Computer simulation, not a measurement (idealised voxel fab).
Process module heading - voxel transistor to metal
This is section cut - it's 290 nm across, gridded in 5 nm square cells.
When this document writes out a cross-section, it uses a grid of square cells and lists it as bands, beginning at the top and moving down, with a band standing for one or more rows of cells.
This entry defines a band. It first specifies the height of the band's top and the height of its bottom in nm, and then specifies the band's materials from left to right, stating each material with its width in nm. The word "full width" identifies a single material that fills the band from edge to edge, while the word "blank" identifies empty space.
Height is counted from the level 0, under which the received wafer is composed throughout of one material. The lowest of the bands is not closed at the bottom but continues downward, in the notation "0 and below".
With a width like "30->40", each row of cells in the band differs from the next by the same amount, the top row carrying the first number and the bottom row the second.
No cell of the cross-section changed in a step that is given as "nothing got changed".
Heads up: "Closed void list" only lists the empty pockets with no open path to the top that are 8 cells or more, and it writes them as width x height at distance, distance from the left edge, in nm.
That trailing text on a step's line, after the settings, is the simulator's own remark on the step.
overlay nm: on a step with a mask, how far right of its planned place the mask lay; negative means left.

-- This section lists the process steps that were planned
1 RECEIVE, material Si
2 OXIDIZE, depth nm 5
3 CONFORMAL_DEP, material SiN, thk nm 10
4 PATTERN, tone cover, mask id ACTIVE, material resist, width nm 115, pitch nm 140, thk nm 15, overlay nm 0
5 DIRECTIONAL_ETCH, etch materials SiN, depth nm 10
6 DIRECTIONAL_ETCH, etch materials SiO2, depth nm 5
7 DIRECTIONAL_ETCH, etch materials Si, depth nm 20
8 STRIP, etch materials resist
9 FILL_DEP, material SiO2, thk nm 10
10 CMP, height nm 10
11 SELECTIVE_ETCH, etch materials SiO2, depth nm 5
12 STRIP, etch materials SiN
13 SELECTIVE_ETCH, etch materials SiO2, depth nm 5
14 OXIDIZE, depth nm 5
15 DIRECTIONAL_DEP, material polySi, thk nm 30
16 DIRECTIONAL_DEP, material SiCN, thk nm 15
17 DIRECTIONAL_DEP, material aC, thk nm 10
18 PATTERN, tone cover, mask id GATE, material resist, width nm 25, pitch nm 140, thk nm 25, overlay nm 0
19 DIRECTIONAL_ETCH, etch materials aC, depth nm 10
20 STRIP, etch materials resist
21 DIRECTIONAL_ETCH, etch materials SiCN, depth nm 25
22 DIRECTIONAL_ETCH, etch materials polySi, depth nm 40
23 STRIP, etch materials aC
24 CONFORMAL_DEP, material SiO2, thk nm 5
25 DIRECTIONAL_ETCH, etch materials SiO2, depth nm 5
26 CONFORMAL_DEP, material SiN, thk nm 10
27 DIRECTIONAL_ETCH, etch materials SiN, depth nm 10
28 DIRECTIONAL_ETCH, etch materials SiO2, depth nm 5
29 DIRECTIONAL_ETCH, etch materials Si, depth nm 15
30 EPI, material SiGe, thk nm 15
31 FILL_DEP, material SiO2, thk nm 5
32 CMP, height nm 40
33 DIRECTIONAL_DEP, material SiO2, thk nm 15
34 MASKED_ETCH, tone open, mask id CONTACT, width nm 30, etch materials SiO2, depth nm 50, overlay nm 0
35 CONFORMAL_DEP, material TiN, thk nm 5
36 FILL_DEP, material W, thk nm 5
37 CMP, height nm 55
38 CONFORMAL_DEP, material SiN, thk nm 5
39 DIRECTIONAL_DEP, material lowk, thk nm 15
40 MASKED_ETCH, tone open, mask id METAL_1, width nm 20, etch materials lowk, depth nm 15, overlay nm 0
41 MASKED_ETCH, tone open, mask id METAL_1, width nm 20, etch materials SiN, depth nm 5, overlay nm 0
42 CONFORMAL_DEP, material TiN, thk nm 5
43 FILL_DEP, material Cu, thk nm 10
44 CMP, height nm 75
45 EPI, material Ru, thk nm 5
46 FILL_DEP, material SiCN, thk nm 5

-- Delivered wafer in cross-section: state after step 1
  0 and below: Si full width
  Closed void list: none

-- First wafer of two, sectioned at end of module; run went per plan
  85 down to 80: SiCN full width
  80 down to 75: 20 nm SiCN / 30 nm Ru / 45 nm SiCN / 30 nm Ru / 35 nm SiCN / 30 nm Ru / 45 nm SiCN / 30 nm Ru / 25 nm SiCN
  75 down to 60: 25 nm lowk / 5 nm TiN / 10 nm Cu / 5 nm TiN / 55 nm lowk / 5 nm TiN / 10 nm Cu / 5 nm TiN / 45 nm lowk / 5 nm TiN / 10 nm Cu / 5 nm TiN / 55 nm lowk / 5 nm TiN / 10 nm Cu / 5 nm TiN / 30 nm lowk
  60 down to 55: 25 nm SiN / 20 nm TiN / 55 nm SiN / 20 nm TiN / 45 nm SiN / 20 nm TiN / 55 nm SiN / 20 nm TiN / 30 nm SiN
  55 down to 45: 25 nm SiO2 / 5 nm TiN / 20 nm W / 5 nm TiN / 35 nm SiO2 / 5 nm TiN / 20 nm W / 5 nm TiN / 45 nm SiO2 / 5 nm TiN / 20 nm W / 5 nm TiN / 35 nm SiO2 / 5 nm TiN / 20 nm W / 5 nm TiN / 30 nm SiO2
  45 down to 40: 25 nm SiO2 / 5 nm TiN / 10 nm W / 15 nm TiN / 35 nm SiO2 / 15 nm TiN / 10 nm W / 5 nm TiN / 45 nm SiO2 / 5 nm TiN / 10 nm W / 15 nm TiN / 35 nm SiO2 / 15 nm TiN / 10 nm W / 5 nm TiN / 30 nm SiO2
  40 down to 25: 25 nm SiO2 / 5 nm TiN / 10 nm W / 5 nm TiN / 10 nm SiN / 5 nm SiO2 / 25 nm SiCN / 5 nm SiO2 / 10 nm SiN / 5 nm TiN / 10 nm W / 5 nm TiN / 45 nm SiO2 / 5 nm TiN / 10 nm W / 5 nm TiN / 10 nm SiN / 5 nm SiO2 / 25 nm SiCN / 5 nm SiO2 / 10 nm SiN / 5 nm TiN / 10 nm W / 5 nm TiN / 30 nm SiO2
  25 down to 10: 25 nm SiO2 / 5 nm TiN / 10 nm W / 5 nm TiN / 10 nm SiN / 5 nm SiO2 / 25 nm polySi / 5 nm SiO2 / 10 nm SiN / 5 nm TiN / 10 nm W / 5 nm TiN / 45 nm SiO2 / 5 nm TiN / 10 nm W / 5 nm TiN / 10 nm SiN / 5 nm SiO2 / 25 nm polySi / 5 nm SiO2 / 10 nm SiN / 5 nm TiN / 10 nm W / 5 nm TiN / 30 nm SiO2
  10 down to 5: 25 nm SiO2 / 20 nm TiN / 10 nm SiN / 5 nm SiO2 / 25 nm polySi / 5 nm SiO2 / 10 nm SiN / 20 nm TiN / 45 nm SiO2 / 20 nm TiN / 10 nm SiN / 5 nm SiO2 / 25 nm polySi / 5 nm SiO2 / 10 nm SiN / 20 nm TiN / 30 nm SiO2
  5 down to 0: 20 nm SiO2 / 25 nm SiGe / 10 nm SiN / 5 nm SiO2 / 25 nm polySi / 5 nm SiO2 / 10 nm SiN / 25 nm SiGe / 35 nm SiO2 / 25 nm SiGe / 10 nm SiN / 5 nm SiO2 / 25 nm polySi / 5 nm SiO2 / 10 nm SiN / 25 nm SiGe / 25 nm SiO2
  0 down to -5: 15 nm SiO2 / 10 nm SiN / 20 nm SiGe / 10 nm SiN / 5 nm SiO2 / 25 nm polySi / 5 nm SiO2 / 10 nm SiN / 20 nm SiGe / 10 nm SiN / 25 nm SiO2 / 10 nm SiN / 20 nm SiGe / 10 nm SiN / 5 nm SiO2 / 25 nm polySi / 5 nm SiO2 / 10 nm SiN / 20 nm SiGe / 10 nm SiN / 20 nm SiO2
  -5 down to -10: 25 nm SiO2 / 20 nm SiGe / 55 nm SiO2 / 20 nm SiGe / 45 nm SiO2 / 20 nm SiGe / 55 nm SiO2 / 20 nm SiGe / 30 nm SiO2
  -10 down to -25: 15 nm SiO2 / 10 nm Si / 20 nm SiGe / 55 nm Si / 20 nm SiGe / 10 nm Si / 25 nm SiO2 / 10 nm Si / 20 nm SiGe / 55 nm Si / 20 nm SiGe / 10 nm Si / 20 nm SiO2
  -25 and below: Si full width
  Closed void list: none

-- Presented here is a cross-section of the second of the two wafers as it stood at the end of the module. It was started in the same manner and assigned the same plan as the first wafer; however, one mistake was made in its execution
  85 down to 80: SiCN full width
  80 down to 75: 20 nm SiCN / 30 nm Ru / 45 nm SiCN / 30 nm Ru / 35 nm SiCN / 30 nm Ru / 45 nm SiCN / 30 nm Ru / 25 nm SiCN
  75 down to 65: 25 nm lowk / 5 nm TiN / 10 nm Cu / 5 nm TiN / 55 nm lowk / 5 nm TiN / 10 nm Cu / 5 nm TiN / 45 nm lowk / 5 nm TiN / 10 nm Cu / 5 nm TiN / 55 nm lowk / 5 nm TiN / 10 nm Cu / 5 nm TiN / 30 nm lowk
  65 down to 60: 25 nm lowk / 20 nm TiN / 55 nm lowk / 20 nm TiN / 45 nm lowk / 20 nm TiN / 55 nm lowk / 20 nm TiN / 30 nm lowk
  60 down to 55: W full width
  55 down to 45: 25 nm SiO2 / 5 nm TiN / 20 nm W / 5 nm TiN / 35 nm SiO2 / 5 nm TiN / 20 nm W / 5 nm TiN / 45 nm SiO2 / 5 nm TiN / 20 nm W / 5 nm TiN / 35 nm SiO2 / 5 nm TiN / 20 nm W / 5 nm TiN / 30 nm SiO2
  45 down to 40: 25 nm SiO2 / 5 nm TiN / 10 nm W / 15 nm TiN / 35 nm SiO2 / 15 nm TiN / 10 nm W / 5 nm TiN / 45 nm SiO2 / 5 nm TiN / 10 nm W / 15 nm TiN / 35 nm SiO2 / 15 nm TiN / 10 nm W / 5 nm TiN / 30 nm SiO2
  40 down to 25: 25 nm SiO2 / 5 nm TiN / 10 nm W / 5 nm TiN / 10 nm SiN / 5 nm SiO2 / 25 nm SiCN / 5 nm SiO2 / 10 nm SiN / 5 nm TiN / 10 nm W / 5 nm TiN / 45 nm SiO2 / 5 nm TiN / 10 nm W / 5 nm TiN / 10 nm SiN / 5 nm SiO2 / 25 nm SiCN / 5 nm SiO2 / 10 nm SiN / 5 nm TiN / 10 nm W / 5 nm TiN / 30 nm SiO2
  25 down to 10: 25 nm SiO2 / 5 nm TiN / 10 nm W / 5 nm TiN / 10 nm SiN / 5 nm SiO2 / 25 nm polySi / 5 nm SiO2 / 10 nm SiN / 5 nm TiN / 10 nm W / 5 nm TiN / 45 nm SiO2 / 5 nm TiN / 10 nm W / 5 nm TiN / 10 nm SiN / 5 nm SiO2 / 25 nm polySi / 5 nm SiO2 / 10 nm SiN / 5 nm TiN / 10 nm W / 5 nm TiN / 30 nm SiO2
  10 down to 5: 25 nm SiO2 / 20 nm TiN / 10 nm SiN / 5 nm SiO2 / 25 nm polySi / 5 nm SiO2 / 10 nm SiN / 20 nm TiN / 45 nm SiO2 / 20 nm TiN / 10 nm SiN / 5 nm SiO2 / 25 nm polySi / 5 nm SiO2 / 10 nm SiN / 20 nm TiN / 30 nm SiO2
  5 down to 0: 20 nm SiO2 / 25 nm SiGe / 10 nm SiN / 5 nm SiO2 / 25 nm polySi / 5 nm SiO2 / 10 nm SiN / 25 nm SiGe / 35 nm SiO2 / 25 nm SiGe / 10 nm SiN / 5 nm SiO2 / 25 nm polySi / 5 nm SiO2 / 10 nm SiN / 25 nm SiGe / 25 nm SiO2
  0 down to -5: 15 nm SiO2 / 10 nm SiN / 20 nm SiGe / 10 nm SiN / 5 nm SiO2 / 25 nm polySi / 5 nm SiO2 / 10 nm SiN / 20 nm SiGe / 10 nm SiN / 25 nm SiO2 / 10 nm SiN / 20 nm SiGe / 10 nm SiN / 5 nm SiO2 / 25 nm polySi / 5 nm SiO2 / 10 nm SiN / 20 nm SiGe / 10 nm SiN / 20 nm SiO2
  -5 down to -10: 25 nm SiO2 / 20 nm SiGe / 55 nm SiO2 / 20 nm SiGe / 45 nm SiO2 / 20 nm SiGe / 55 nm SiO2 / 20 nm SiGe / 30 nm SiO2
  -10 down to -25: 15 nm SiO2 / 10 nm Si / 20 nm SiGe / 55 nm Si / 20 nm SiGe / 10 nm Si / 25 nm SiO2 / 10 nm Si / 20 nm SiGe / 55 nm Si / 20 nm SiGe / 10 nm Si / 20 nm SiO2
  -25 and below: Si full width
  Closed void list: none
Finding, execution versus plan: step 38 was processed under conditions differing from the plan, specifically as CONFORMAL_DEP, material W, thk nm 5
Materials where the second wafer ends with more or fewer cells than the first: -8 Cu | -42 SiN | -8 TiN | +58 W
